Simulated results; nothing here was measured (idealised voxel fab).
Proc. module: voxel self aligned contacts
Section shown: cut. Width: 190 nm. Cell size: 5 nm, square.
Cross-section layout: square cells on a grid; listed as bands, top to bottom; a band spans one or more cell rows. The entry gives the band's vertical extent as a top height and a bottom height in nm, then its horizontal make-up as materials from left to right, each with a width in nm. "empty" stands for empty space; a single material marked "everywhere" fills the band edge to edge. Basically, 0 is our baseline, since under it the wafer straight out of the box is all one material. The bottom band has no lower end and keeps on going down, so it looks like "0..down". The notation "30..40" denotes a width that varies across the rows of cells in the band, beginning at the first number in the top row, finishing at the second number in the bottom row, and changing by an identical amount from each row to the next. Step marked "remained the same"? Then no cell in the cross-section changed in it. Look at "Enclosed void entries" for the closed voids: empty spaces with no open path to the top, sized 8 cells or up. Each is width x height at distance, distance from the left edge, all nm. Note: text after step settings on the step line = simulator remark on that step. "overlay nm", when on a step's line for a step with a mask, measures how far to the right of its planned place the mask lay; a negative measure means to the left.
### Steps in the process plan
1: RECEIVE [material Si]
2: CONFORMAL_DEP [material SiO2] [thk nm 5]
3: DIRECTIONAL_DEP [material polySi] [thk nm 20]
4: DIRECTIONAL_DEP [material SiN] [thk nm 20]
5: DIRECTIONAL_DEP [material aC] [thk nm 15]
6: PATTERN [tone cover] [mask id GATE] [material resist] [width nm 25] [pitch nm 65] [thk nm 35] [overlay nm 0]
7: DIRECTIONAL_ETCH [etch materials aC] [depth nm 15]
8: STRIP [etch materials resist]
9: DIRECTIONAL_ETCH [etch materials SiN] [depth nm 20]
10: DIRECTIONAL_ETCH [etch materials polySi] [depth nm 20]
11: STRIP [etch materials aC]
12: CONFORMAL_DEP [material SiN] [thk nm 10]
13: DIRECTIONAL_ETCH [etch materials SiN] [depth nm 10]
14: FILL_DEP [material SiO2] [thk nm 20]
15: CMP [height nm 55]
16: PATTERN [tone open] [mask id CONTACT] [material resist] [width nm 50] [pitch nm 65] [thk nm 20] [overlay nm 0]
17: DIRECTIONAL_ETCH [etch materials SiO2] [depth nm 55]
18: STRIP [etch materials resist]
19: CONFORMAL_DEP [material TiN] [thk nm 5]
20: FILL_DEP [material Ru] [thk nm 5]
21: CMP [height nm 55]
22: CONFORMAL_DEP [material SiCN] [thk nm 5]
### Wafer at receipt (post step 1), cross-section
    0..down = Si everywhere
    Enclosed void entries: none
### End state of the module in cross-section, given the above starting point and plan and one mistake in execution
    60..55 = SiCN everywhere
    55..50 = SiO2 5 nm | SiN 45 nm | TiN 5 nm | Ru 10 nm | TiN 5 nm | SiN 45 nm | TiN 5 nm | Ru 10 nm | TiN 5 nm | SiN 45 nm | SiO2 10 nm
    50..45 = SiO2 5 nm | SiN 45 nm | TiN 20 nm | SiN 45 nm | TiN 20 nm | SiN 45 nm | SiO2 10 nm
    45..25 = SiN everywhere
    25..5 = polySi everywhere
    5..0 = SiO2 everywhere
    0..down = Si everywhere
    Enclosed void entries: none
What was done differently from what was planned? step 4 from the plan got run twice
